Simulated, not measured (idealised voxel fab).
Process module heading - voxel capacitor over wiring
cross-section cut | 250 nm wide | cells 5 nm
Cross-section, as written here: a square-cell grid given band by band from the top down, where a band holds one or more rows of cells. Heights first: top, then bottom, in nm. Then materials, left to right, each with a width in nm. "edge to edge" on a single material: fills the band edge to edge. "blank": empty space. Height reference: 0 = level under which incoming wafer is all one material. Lowest band: no bottom, runs on downward, e.g. "0 and below". Top row gets the first number, bottom row gets the second, and each row in between changes by the same step: that is how a band width like "30..40" works. Given "no change" for a step, no cell of the cross-section differs between before and after that step. This entry, "Sealed internal cavities", enumerates those empty regions of no fewer than 8 cells that possess no open connection to the top. Each region is reported in the form width x height at distance, the distance being taken from the left edge, with all three quantities expressed in nm. Past the settings on a step's line: simulator remark, on that step. overlay nm: mask right of planned place by this much (step with mask). Neg. = left.

# Below is the list of planned process steps
| 1 | RECEIVE: material Si |
| 2 | CONFORMAL_DEP: material SiO2, thk nm 10 |
| 3 | CONFORMAL_DEP: material SiN, thk nm 5 |
| 4 | DIRECTIONAL_DEP: material lowk, thk nm 20 |
| 5 | PATTERN: tone open, mask id METAL_1, material resist, width nm 20, pitch nm 90, thk nm 15, overlay nm 0 |
| 6 | DIRECTIONAL_ETCH: etch materials lowk, depth nm 20 |
| 7 | DIRECTIONAL_ETCH: etch materials SiN, depth nm 5 |
| 8 | STRIP: etch materials resist |
| 9 | CONFORMAL_DEP: material TiN, thk nm 5 |
| 10 | FILL_DEP: material Ru, thk nm 10 |
| 11 | CMP: height nm 35 |
| 12 | EPI: material Ru, thk nm 5 |
| 13 | FILL_DEP: material SiCN, thk nm 5 |
| 14 | DIRECTIONAL_DEP: material SiO2, thk nm 15 |
| 15 | PATTERN: tone open, mask id PLUG_1, material resist, width nm 15, thk nm 15, overlay nm 0 |
| 16 | DIRECTIONAL_ETCH: etch materials SiO2, depth nm 15 |
| 17 | DIRECTIONAL_ETCH: etch materials SiCN, depth nm 5 |
| 18 | STRIP: etch materials resist |
| 19 | EPI: material Ru, thk nm 10 |
| 20 | EPI: material Ru, thk nm 10 |
| 21 | DIRECTIONAL_DEP: material TiN, thk nm 10 |
| 22 | DIRECTIONAL_DEP: material SiN, thk nm 5 |
| 23 | DIRECTIONAL_DEP: material TiN, thk nm 10 |
| 24 | PATTERN: tone cover, mask id UPPER_PLATE, material resist, width nm 75, thk nm 20, overlay nm 0 |
| 25 | DIRECTIONAL_ETCH: etch materials TiN, depth nm 10 |
| 26 | DIRECTIONAL_ETCH: etch materials SiN, depth nm 5 |
| 27 | STRIP: etch materials resist |
| 28 | PATTERN: tone cover, mask id LOWER_PLATE, material resist, width nm 85, thk nm 15, overlay nm 0 |
| 29 | DIRECTIONAL_ETCH: etch materials TiN, depth nm 10 |
| 30 | STRIP: etch materials resist |
| 31 | FILL_DEP: material SiO2, thk nm 15 |
| 32 | CMP: height nm 95 |
| 33 | PATTERN: tone open, mask id PLUG_2, material resist, width nm 15, thk nm 15, overlay nm 0 |
| 34 | DIRECTIONAL_ETCH: etch materials SiO2, depth nm 10 |
| 35 | STRIP: etch materials resist |
| 36 | CONFORMAL_DEP: material TiN, thk nm 5 |
| 37 | FILL_DEP: material Ru, thk nm 5 |
| 38 | CMP: height nm 95 |
| 39 | CONFORMAL_DEP: material SiN, thk nm 5 |

# The first of a set of two wafers, run to plan

# Wafer as received: cross-section following step 1
  0 and below = Si edge to edge
  Sealed internal cavities: none

# The wafer in cross-section once step 2 is complete
  10 down to 0 = SiO2 edge to edge
  At heights below 0, the structure remains unaltered.

# The wafer in cross-section once step 3 is complete
  15 down to 10 = SiN edge to edge
  At heights below 10, the structure remains unaltered.

# The wafer in cross-section once step 4 is complete
  35 down to 15 = lowk edge to edge
  At heights below 15, the structure remains unaltered.

# The wafer in cross-section once step 5 is complete
  50 down to 35 = 70 resist / 20 blank / 70 resist / 20 blank / 70 resist
  At heights below 35, the structure remains unaltered.

# The wafer in cross-section once step 6 is complete
  50 down to 35 = 70 resist / 20 blank / 70 resist / 20 blank / 70 resist
  35 down to 15 = 70 lowk / 20 blank / 70 lowk / 20 blank / 70 lowk
  At heights below 15, the structure remains unaltered.

# The wafer in cross-section once step 7 is complete
  50 down to 35 = 70 resist / 20 blank / 70 resist / 20 blank / 70 resist
  35 down to 15 = 70 lowk / 20 blank / 70 lowk / 20 blank / 70 lowk
  15 down to 10 = 70 SiN / 20 blank / 70 SiN / 20 blank / 70 SiN
  At heights below 10, the structure remains unaltered.

# The wafer in cross-section once step 8 is complete
  35 down to 15 = 70 lowk / 20 blank / 70 lowk / 20 blank / 70 lowk
  At heights below 15, the structure remains unaltered.

# The wafer in cross-section once step 9 is complete
  40 down to 35 = 75 TiN / 10 blank / 80 TiN / 10 blank / 75 TiN
  35 down to 15 = 70 lowk / 5 TiN / 10 blank / 5 TiN / 70 lowk / 5 TiN / 10 blank / 5 TiN / 70 lowk
  15 down to 10 = 70 SiN / 20 TiN / 70 SiN / 20 TiN / 70 SiN
  At heights below 10, the structure remains unaltered.

# The wafer in cross-section once step 10 is complete
  50 down to 40 = Ru edge to edge
  40 down to 35 = 75 TiN / 10 Ru / 80 TiN / 10 Ru / 75 TiN
  35 down to 15 = 70 lowk / 5 TiN / 10 Ru / 5 TiN / 70 lowk / 5 TiN / 10 Ru / 5 TiN / 70 lowk
  At heights below 15, the structure remains unaltered.

# The wafer in cross-section once step 11 is complete
  35 down to 15 = 70 lowk / 5 TiN / 10 Ru / 5 TiN / 70 lowk / 5 TiN / 10 Ru / 5 TiN / 70 lowk
  At heights below 15, the structure remains unaltered.

# The wafer in cross-section once step 12 is complete
  40 down to 35 = 65 blank / 30 Ru / 60 blank / 30 Ru / 65 blank
  At heights below 35, the structure remains unaltered.

# The wafer in cross-section once step 13 is complete
  45 down to 40 = SiCN edge to edge
  40 down to 35 = 65 SiCN / 30 Ru / 60 SiCN / 30 Ru / 65 SiCN
  At heights below 35, the structure remains unaltered.

# The wafer in cross-section once step 14 is complete
  60 down to 45 = SiO2 edge to edge
  At heights below 45, the structure remains unaltered.

# The wafer in cross-section once step 15 is complete
  75 down to 60 = 75 resist / 15 blank / 160 resist
  At heights below 60, the structure remains unaltered.

# The wafer in cross-section once step 16 is complete
  75 down to 60 = 75 resist / 15 blank / 160 resist
  60 down to 45 = 75 SiO2 / 15 blank / 160 SiO2
  At heights below 45, the structure remains unaltered.

# The wafer in cross-section once step 17 is complete
  75 down to 60 = 75 resist / 15 blank / 160 resist
  60 down to 45 = 75 SiO2 / 15 blank / 160 SiO2
  45 down to 40 = 75 SiCN / 15 blank / 160 SiCN
  At heights below 40, the structure remains unaltered.

# The wafer in cross-section once step 18 is complete
  60 down to 45 = 75 SiO2 / 15 blank / 160 SiO2
  At heights below 45, the structure remains unaltered.

# The wafer in cross-section once step 19 is complete
  60 down to 50 = 75 SiO2 / 15 blank / 160 SiO2
  50 down to 45 = 75 SiO2 / 15 Ru / 160 SiO2
  45 down to 40 = 75 SiCN / 15 Ru / 160 SiCN
  At heights below 40, the structure remains unaltered.

# The wafer in cross-section once step 20 is complete
  60 down to 45 = 75 SiO2 / 15 Ru / 160 SiO2
  At heights below 45, the structure remains unaltered.

# The wafer in cross-section once step 21 is complete
  70 down to 60 = TiN edge to edge
  At heights below 60, the structure remains unaltered.

# The wafer in cross-section once step 22 is complete
  75 down to 70 = SiN edge to edge
  At heights below 70, the structure remains unaltered.

# The wafer in cross-section once step 23 is complete
  85 down to 75 = TiN edge to edge
  At heights below 75, the structure remains unaltered.

# The wafer in cross-section once step 24 is complete
  105 down to 85 = 75 blank / 75 resist / 100 blank
  At heights below 85, the structure remains unaltered.

# The wafer in cross-section once step 25 is complete
  105 down to 85 = 75 blank / 75 resist / 100 blank
  85 down to 75 = 75 blank / 75 TiN / 100 blank
  At heights below 75, the structure remains unaltered.

# The wafer in cross-section once step 26 is complete
  105 down to 85 = 75 blank / 75 resist / 100 blank
  85 down to 75 = 75 blank / 75 TiN / 100 blank
  75 down to 70 = 75 blank / 75 SiN / 100 blank
  At heights below 70, the structure remains unaltered.

# The wafer in cross-section once step 27 is complete
  85 down to 75 = 75 blank / 75 TiN / 100 blank
  At heights below 75, the structure remains unaltered.

# The wafer in cross-section once step 28 is complete
  100 down to 85 = 70 blank / 85 resist / 95 blank
  85 down to 75 = 70 blank / 5 resist / 75 TiN / 5 resist / 95 blank
  75 down to 70 = 70 blank / 5 resist / 75 SiN / 5 resist / 95 blank
  At heights below 70, the structure remains unaltered.

# The wafer in cross-section once step 29 is complete
  100 down to 85 = 70 blank / 85 resist / 95 blank
  85 down to 75 = 70 blank / 5 resist / 75 TiN / 5 resist / 95 blank
  75 down to 70 = 70 blank / 5 resist / 75 SiN / 5 resist / 95 blank
  70 down to 60 = 70 blank / 85 TiN / 95 blank
  At heights below 60, the structure remains unaltered.

# The wafer in cross-section once step 30 is complete
  85 down to 75 = 75 blank / 75 TiN / 100 blank
  75 down to 70 = 75 blank / 75 SiN / 100 blank
  At heights below 70, the structure remains unaltered.

# The wafer in cross-section once step 31 is complete
  100 down to 85 = SiO2 edge to edge
  85 down to 75 = 75 SiO2 / 75 TiN / 100 SiO2
  75 down to 70 = 75 SiO2 / 75 SiN / 100 SiO2
  70 down to 60 = 70 SiO2 / 85 TiN / 95 SiO2
  At heights below 60, the structure remains unaltered.

# The wafer in cross-section once step 32 is complete
  95 down to 85 = SiO2 edge to edge
  At heights below 85, the structure remains unaltered.

# The wafer in cross-section once step 33 is complete
  110 down to 95 = 85 resist / 15 blank / 150 resist
  At heights below 95, the structure remains unaltered.

# The wafer in cross-section once step 34 is complete
  110 down to 95 = 85 resist / 15 blank / 150 resist
  95 down to 85 = 85 SiO2 / 15 blank / 150 SiO2
  At heights below 85, the structure remains unaltered.

# The wafer in cross-section once step 35 is complete
  95 down to 85 = 85 SiO2 / 15 blank / 150 SiO2
  At heights below 85, the structure remains unaltered.

# The wafer in cross-section once step 36 is complete
  100 down to 95 = 90 TiN / 5 blank / 155 TiN
  95 down to 90 = 85 SiO2 / 5 TiN / 5 blank / 5 TiN / 150 SiO2
  90 down to 85 = 85 SiO2 / 15 TiN / 150 SiO2
  At heights below 85, the structure remains unaltered.

# The wafer in cross-section once step 37 is complete
  105 down to 100 = Ru edge to edge
  100 down to 95 = 90 TiN / 5 Ru / 155 TiN
  95 down to 90 = 85 SiO2 / 5 TiN / 5 Ru / 5 TiN / 150 SiO2
  At heights below 90, the structure remains unaltered.

# The wafer in cross-section once step 38 is complete
  95 down to 90 = 85 SiO2 / 5 TiN / 5 Ru / 5 TiN / 150 SiO2
  At heights below 90, the structure remains unaltered.

# The wafer in cross-section once step 39 is complete
  100 down to 95 = SiN edge to edge
  At heights below 95, the structure remains unaltered.

# Second wafer. Start and plan as for the first. One mistake made in running. Agrees with the first up to and including step 9

# Cross-section of the second wafer corresponding to the planned conclusion of step 10
  50 down to 40 = lowk edge to edge
  40 down to 35 = 75 TiN / 10 lowk / 80 TiN / 10 lowk / 75 TiN
  35 down to 15 = 70 lowk / 5 TiN / 10 lowk / 5 TiN / 70 lowk / 5 TiN / 10 lowk / 5 TiN / 70 lowk
  At heights below 15, the structure remains unaltered.

# Cross-section of the second wafer corresponding to the planned conclusion of step 11
  35 down to 15 = 70 lowk / 5 TiN / 10 lowk / 5 TiN / 70 lowk / 5 TiN / 10 lowk / 5 TiN / 70 lowk
  At heights below 15, the structure remains unaltered.

# Cross-section of the second wafer corresponding to the planned conclusion of step 12
  40 down to 35 = 65 blank / 30 Ru / 60 blank / 30 Ru / 65 blank
  At heights below 35, the structure remains unaltered.

# Cross-section of the second wafer corresponding to the planned conclusion of step 13
  45 down to 40 = SiCN edge to edge
  40 down to 35 = 65 SiCN / 30 Ru / 60 SiCN / 30 Ru / 65 SiCN
  At heights below 35, the structure remains unaltered.

# Cross-section of the second wafer corresponding to the planned conclusion of step 14
  60 down to 45 = SiO2 edge to edge
  At heights below 45, the structure remains unaltered.

# Cross-section of the second wafer corresponding to the planned conclusion of step 15
  75 down to 60 = 75 resist / 15 blank / 160 resist
  At heights below 60, the structure remains unaltered.

# Cross-section of the second wafer corresponding to the planned conclusion of step 16
  75 down to 60 = 75 resist / 15 blank / 160 resist
  60 down to 45 = 75 SiO2 / 15 blank / 160 SiO2
  At heights below 45, the structure remains unaltered.

# Cross-section of the second wafer corresponding to the planned conclusion of step 17
  75 down to 60 = 75 resist / 15 blank / 160 resist
  60 down to 45 = 75 SiO2 / 15 blank / 160 SiO2
  45 down to 40 = 75 SiCN / 15 blank / 160 SiCN
  At heights below 40, the structure remains unaltered.

# Cross-section of the second wafer corresponding to the planned conclusion of step 18
  60 down to 45 = 75 SiO2 / 15 blank / 160 SiO2
  At heights below 45, the structure remains unaltered.

# Cross-section of the second wafer corresponding to the planned conclusion of step 19
  60 down to 50 = 75 SiO2 / 15 blank / 160 SiO2
  50 down to 45 = 75 SiO2 / 15 Ru / 160 SiO2
  45 down to 40 = 75 SiCN / 15 Ru / 160 SiCN
  At heights below 40, the structure remains unaltered.

# Cross-section of the second wafer corresponding to the planned conclusion of step 20
  60 down to 45 = 75 SiO2 / 15 Ru / 160 SiO2
  At heights below 45, the structure remains unaltered.

# Cross-section of the second wafer corresponding to the planned conclusion of step 21
  70 down to 60 = TiN edge to edge
  At heights below 60, the structure remains unaltered.

# Cross-section of the second wafer corresponding to the planned conclusion of step 22
  75 down to 70 = SiN edge to edge
  At heights below 70, the structure remains unaltered.

# Cross-section of the second wafer corresponding to the planned conclusion of step 23
  85 down to 75 = TiN edge to edge
  At heights below 75, the structure remains unaltered.

# Cross-section of the second wafer corresponding to the planned conclusion of step 24
  105 down to 85 = 75 blank / 75 resist / 100 blank
  At heights below 85, the structure remains unaltered.

# Cross-section of the second wafer corresponding to the planned conclusion of step 25
  105 down to 85 = 75 blank / 75 resist / 100 blank
  85 down to 75 = 75 blank / 75 TiN / 100 blank
  At heights below 75, the structure remains unaltered.

# Cross-section of the second wafer corresponding to the planned conclusion of step 26
  105 down to 85 = 75 blank / 75 resist / 100 blank
  85 down to 75 = 75 blank / 75 TiN / 100 blank
  75 down to 70 = 75 blank / 75 SiN / 100 blank
  At heights below 70, the structure remains unaltered.

# Cross-section of the second wafer corresponding to the planned conclusion of step 27
  85 down to 75 = 75 blank / 75 TiN / 100 blank
  At heights below 75, the structure remains unaltered.

# Cross-section of the second wafer corresponding to the planned conclusion of step 28
  100 down to 85 = 70 blank / 85 resist / 95 blank
  85 down to 75 = 70 blank / 5 resist / 75 TiN / 5 resist / 95 blank
  75 down to 70 = 70 blank / 5 resist / 75 SiN / 5 resist / 95 blank
  At heights below 70, the structure remains unaltered.

# Cross-section of the second wafer corresponding to the planned conclusion of step 29
  100 down to 85 = 70 blank / 85 resist / 95 blank
  85 down to 75 = 70 blank / 5 resist / 75 TiN / 5 resist / 95 blank
  75 down to 70 = 70 blank / 5 resist / 75 SiN / 5 resist / 95 blank
  70 down to 60 = 70 blank / 85 TiN / 95 blank
  At heights below 60, the structure remains unaltered.

# Cross-section of the second wafer corresponding to the planned conclusion of step 30
  85 down to 75 = 75 blank / 75 TiN / 100 blank
  75 down to 70 = 75 blank / 75 SiN / 100 blank
  At heights below 70, the structure remains unaltered.

# Cross-section of the second wafer corresponding to the planned conclusion of step 31
  100 down to 85 = SiO2 edge to edge
  85 down to 75 = 75 SiO2 / 75 TiN / 100 SiO2
  75 down to 70 = 75 SiO2 / 75 SiN / 100 SiO2
  70 down to 60 = 70 SiO2 / 85 TiN / 95 SiO2
  At heights below 60, the structure remains unaltered.

# Cross-section of the second wafer corresponding to the planned conclusion of step 32
  95 down to 85 = SiO2 edge to edge
  At heights below 85, the structure remains unaltered.

# Cross-section of the second wafer corresponding to the planned conclusion of step 33
  110 down to 95 = 85 resist / 15 blank / 150 resist
  At heights below 95, the structure remains unaltered.

# Cross-section of the second wafer corresponding to the planned conclusion of step 34
  110 down to 95 = 85 resist / 15 blank / 150 resist
  95 down to 85 = 85 SiO2 / 15 blank / 150 SiO2
  At heights below 85, the structure remains unaltered.

# Cross-section of the second wafer corresponding to the planned conclusion of step 35
  95 down to 85 = 85 SiO2 / 15 blank / 150 SiO2
  At heights below 85, the structure remains unaltered.

# Cross-section of the second wafer corresponding to the planned conclusion of step 36
  100 down to 95 = 90 TiN / 5 blank / 155 TiN
  95 down to 90 = 85 SiO2 / 5 TiN / 5 blank / 5 TiN / 150 SiO2
  90 down to 85 = 85 SiO2 / 15 TiN / 150 SiO2
  At heights below 85, the structure remains unaltered.

# Cross-section of the second wafer corresponding to the planned conclusion of step 37
  105 down to 100 = Ru edge to edge
  100 down to 95 = 90 TiN / 5 Ru / 155 TiN
  95 down to 90 = 85 SiO2 / 5 TiN / 5 Ru / 5 TiN / 150 SiO2
  At heights below 90, the structure remains unaltered.

# Cross-section of the second wafer corresponding to the planned conclusion of step 38
  95 down to 90 = 85 SiO2 / 5 TiN / 5 Ru / 5 TiN / 150 SiO2
  At heights below 90, the structure remains unaltered.

# Cross-section of the second wafer corresponding to the planned conclusion of step 39
  100 down to 95 = SiN edge to edge
  At heights below 95, the structure remains unaltered.
Where did the run depart from the plan? note that step 10 departed from the planned setting and was carried out as FILL_DEP: material lowk, thk nm 10
In the final state, the cell counts of the second wafer exceed or fall short of those of the first for the following materials: Ru: 16 fewer; lowk: 16 more
